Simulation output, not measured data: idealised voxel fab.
Name of the process module below: voxel gate over fins
The figure presents cross-section cut, which has a width of 255 nm and is divided into square cells with an edge length of 5 nm.
We lay out every cross-section as a grid of square cells and spell it out in bands from the top down, where one band means one or more rows of cells. Read a band's entry like this: the first values are the height of its top and the height of its bottom in nm, and what follows is the sequence of materials from left to right, each with its width in nm. Note that "blank" is empty space, and that a single material marked "full width" reaches across the band from edge to edge. Basically, 0 is our baseline, since under it the wafer straight out of the box is all one material. The bottom band has no lower end and keeps on going down, so it looks like "0 nm and below". When a width is written as two numbers, as in "30..40", the first number is the width in the top row of cells of the band and the second is the width in its bottom row, and the width changes by the same amount from each row to the next. You'll sometimes find "no change" written for a step, and that's the way of saying that nowhere in the cross-section did a cell change during that step. "Enclosed empty spaces" specifies each empty space that is not open to the top and that occupies no fewer than 8 cells, using the form width x height at distance, the distance measured from the left edge and all three quantities in nm. That trailing text on a step's line, after the settings, is the simulator's own remark on the step. The "overlay nm" setting may appear on a step's line; for a step that uses a mask, it gives how far to the right of its planned position the mask lay, and a negative value indicates the left.
PROCESS STEPS (PLANNED)
| 1 | op RECEIVE | material Si |
| 2 | op CONFORMAL_DEP | material SiN | thk nm 10 |
| 3 | op DIRECTIONAL_DEP | material aC | thk nm 10 |
| 4 | op PATTERN | tone cover | mask id FINS | material resist | width nm 15 | pitch nm 50 | thk nm 30 | overlay nm 0 |
| 5 | op DIRECTIONAL_ETCH | etch materials aC | depth nm 10 |
| 6 | op STRIP | etch materials resist |
| 7 | op DIRECTIONAL_ETCH | etch materials SiN | depth nm 10 |
| 8 | op DIRECTIONAL_ETCH | etch materials Si | depth nm 35 |
| 9 | op STRIP | etch materials aC |
| 10 | op OXIDIZE | depth nm 5 |
| 11 | op FILL_DEP | material SiO2 | thk nm 5 |
| 12 | op CMP | height nm 10 |
| 13 | op DIRECTIONAL_DEP | material aC | thk nm 15 |
| 14 | op PATTERN | tone open | mask id RAIL | material resist | width nm 15 | thk nm 35 | overlay nm 0 |
| 15 | op DIRECTIONAL_ETCH | etch materials aC | depth nm 15 |
| 16 | op STRIP | etch materials resist |
| 17 | op DIRECTIONAL_ETCH | etch materials SiO2 | depth nm 40 |
| 18 | op STRIP | etch materials aC |
| 19 | op CONFORMAL_DEP | material TiN | thk nm 5 |
| 20 | op FILL_DEP | material Ru | thk nm 10 |
| 21 | op CMP | height nm 10 |
| 22 | op SELECTIVE_ETCH | etch materials W Ru TiN | depth nm 35 |
| 23 | op FILL_DEP | material SiO2 | thk nm 5 |
| 24 | op CMP | height nm 10 |
| 25 | op SELECTIVE_ETCH | etch materials SiO2 | depth nm 25 |
| 26 | op STRIP | etch materials SiN |
| 27 | op CONFORMAL_DEP | material HfO2 | thk nm 5 |
| 28 | op CONFORMAL_DEP | material TiN | thk nm 5 |
| 29 | op CONFORMAL_DEP | material TiAl | thk nm 5 |
| 30 | op CONFORMAL_DEP | material TiN | thk nm 5 |
| 31 | op FILL_DEP | material W | thk nm 10 |
| 32 | op CMP | height nm 25 |
| 33 | op CONFORMAL_DEP | material SiCN | thk nm 10 |
CROSS-SECTION OF THE WAFER AT RECEIPT, WHICH IS THE CONDITION AFTER STEP 1
    0 nm and below  Si full width
    Enclosed empty spaces: none
CROSS-SECTIONAL IMAGE OF THE FIRST OF TWO WAFERS AT THE END OF THE MODULE, THE RUN HAVING PROCEEDED AS PLANNED
    35 nm to 25 nm  SiCN full width
    25 nm to 20 nm  W full width
    20 nm to 15 nm  W=55; TiN=45; W=5; TiN=45; W=5; TiN=45; W=55
    15 nm to 10 nm  W=55; TiN=5; TiAl=35; TiN=5; W=5; TiN=5; TiAl=35; TiN=5; W=5; TiN=5; TiAl=35; TiN=5; W=55
    10 nm to 5 nm  W=55; TiN=5; TiAl=5; TiN=25; TiAl=5; TiN=5; W=5; TiN=5; TiAl=5; TiN=25; TiAl=5; TiN=5; W=5; TiN=5; TiAl=5; TiN=25; TiAl=5; TiN=5; W=55
    5 nm to 0 nm  TiN=60; TiAl=5; TiN=5; HfO2=15; TiN=5; TiAl=5; TiN=15; TiAl=5; TiN=5; HfO2=15; TiN=5; TiAl=5; TiN=15; TiAl=5; TiN=5; HfO2=15; TiN=5; TiAl=5; TiN=60
    0 nm to -5 nm  TiAl=65; TiN=5; HfO2=5; Si=5; HfO2=5; TiN=5; TiAl=25; TiN=5; HfO2=5; Si=5; HfO2=5; TiN=5; TiAl=25; TiN=5; HfO2=5; Si=5; HfO2=5; TiN=5; TiAl=65
    -5 nm to -10 nm  TiN=70; HfO2=5; Si=5; HfO2=5; TiN=35; HfO2=5; Si=5; HfO2=5; TiN=35; HfO2=5; Si=5; HfO2=5; TiN=70
    -10 nm to -15 nm  HfO2=75; Si=5; HfO2=45; Si=5; HfO2=45; Si=5; HfO2=75
    -15 nm to -25 nm  SiO2=75; Si=5; SiO2=45; Si=5; SiO2=45; Si=5; SiO2=75
    -25 nm to -30 nm  SiO2=75; Si=5; SiO2=15; TiN=15; SiO2=15; Si=5; SiO2=45; Si=5; SiO2=75
    -30 nm to -40 nm  SiO2=75; Si=5; SiO2=45; Si=5; SiO2=45; Si=5; SiO2=75
    -40 nm and below  Si full width
    Enclosed empty spaces: none
HERE'S THE SECOND OF OUR TWO WAFERS SECTIONED AT MODULE END. SAME START AS THE FIRST, SAME PLAN, BUT ONE MISTAKE GOT MADE RUNNING IT
    35 nm to 25 nm  SiCN full width
    25 nm to 20 nm  aC full width
    20 nm to 15 nm  aC=55; TiN=45; aC=5; TiN=45; aC=5; TiN=45; aC=55
    15 nm to 10 nm  aC=55; TiN=5; TiAl=35; TiN=5; aC=5; TiN=5; TiAl=35; TiN=5; aC=5; TiN=5; TiAl=35; TiN=5; aC=55
    10 nm to 5 nm  aC=55; TiN=5; TiAl=5; TiN=25; TiAl=5; TiN=5; aC=5; TiN=5; TiAl=5; TiN=25; TiAl=5; TiN=5; aC=5; TiN=5; TiAl=5; TiN=25; TiAl=5; TiN=5; aC=55
    5 nm to 0 nm  TiN=60; TiAl=5; TiN=5; HfO2=15; TiN=5; TiAl=5; TiN=15; TiAl=5; TiN=5; HfO2=15; TiN=5; TiAl=5; TiN=15; TiAl=5; TiN=5; HfO2=15; TiN=5; TiAl=5; TiN=60
    0 nm to -5 nm  TiAl=65; TiN=5; HfO2=5; Si=5; HfO2=5; TiN=5; TiAl=25; TiN=5; HfO2=5; Si=5; HfO2=5; TiN=5; TiAl=25; TiN=5; HfO2=5; Si=5; HfO2=5; TiN=5; TiAl=65
    -5 nm to -10 nm  TiN=70; HfO2=5; Si=5; HfO2=5; TiN=35; HfO2=5; Si=5; HfO2=5; TiN=35; HfO2=5; Si=5; HfO2=5; TiN=70
    -10 nm to -15 nm  HfO2=75; Si=5; HfO2=45; Si=5; HfO2=45; Si=5; HfO2=75
    -15 nm to -25 nm  SiO2=75; Si=5; SiO2=45; Si=5; SiO2=45; Si=5; SiO2=75
    -25 nm to -30 nm  SiO2=75; Si=5; SiO2=15; TiN=15; SiO2=15; Si=5; SiO2=45; Si=5; SiO2=75
    -30 nm to -40 nm  SiO2=75; Si=5; SiO2=45; Si=5; SiO2=45; Si=5; SiO2=75
    -40 nm and below  Si full width
    Enclosed empty spaces: none
What broke from the plan during processing? step 31 deviated from plan and actually ran as op FILL_DEP | material aC | thk nm 10
Final difference in cells, second wafer against first, listed per material as more or fewer: W -123 | aC +123
